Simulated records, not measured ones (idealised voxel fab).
process module | voxel ribs on slabs
cross-section cut | 260 nm wide | cells 5 nm
A cross-section is a grid of square cells, given in bands from the top down. A band is one or more rows of cells.
Each band's line starts with the height of the band's top and of its bottom, in nm. Then come its materials from left to right, each with its width in nm. One material with "throughout" fills the band from edge to edge. "air" is empty space.
Height 0 is the level under which the wafer as received is all one material. The lowest band goes on downwards, as in "0 down".
A width such as "30 to 40" changes by the same amount from each row of cells to the next, from the band's top row to its bottom row.
"no change" after a step means that no cell of the cross-section changed.
closed voids: empty space of 8 cells or more with no open way to the top, each as width x height at its distance from the left edge, in nm
after a step's settings: what the simulator itself notes on the step
overlay nm, on a step with a mask: how far to the right of its planned place the mask lay; to the left if negative
plan
1 op RECEIVE | material Si
2 op DIRECTIONAL_DEP | material SiO2 | thk nm 30
3 op DIRECTIONAL_DEP | material SiN | thk nm 15
4 op PATTERN | tone cover | mask id RIB | material resist | width nm 25 | thk nm 15 | overlay nm 0
5 op DIRECTIONAL_ETCH | etch materials SiN | depth nm 5
6 op STRIP | etch materials resist
7 op MASKED_ETCH | tone cover | mask id SLAB | width nm 55 | etch materials SiN | depth nm 10 | overlay nm 0
8 op FILL_DEP | material SiO2 | thk nm 25
9 op CMP | height nm 65
10 op DIRECTIONAL_DEP | material TiN | thk nm 5
11 op MASKED_ETCH | tone cover | mask id HEATER | width nm 35 | etch materials TiN | depth nm 5 | overlay nm 0
12 op CONFORMAL_DEP | material SiO2 | thk nm 5
as received, after step 1
  0 down: Si throughout
  closed voids: none
first wafer at the end, as planned
  75 to 70: air 105 | SiO2 45 | air 110
  70 to 65: SiO2 110 | TiN 35 | SiO2 115
  65 to 45: SiO2 throughout
  45 to 40: SiO2 115 | SiN 25 | SiO2 120
  40 to 30: SiO2 100 | SiN 55 | SiO2 105
  30 to 0: SiO2 throughout
  0 down: Si throughout
  closed voids: none
second wafer at the end: like start, like plan, one mistake
  75 to 45: SiO2 throughout
  45 to 40: SiO2 115 | SiN 25 | SiO2 120
  40 to 30: SiO2 100 | SiN 55 | SiO2 105
  30 to 0: SiO2 throughout
  0 down: Si throughout
  closed voids: none
what went wrong: step 10 ran as: op DIRECTIONAL_DEP | material SiO2 | thk nm 5
at the end the second wafer has, in cells: 50 more of SiO2 | 7 fewer of TiN
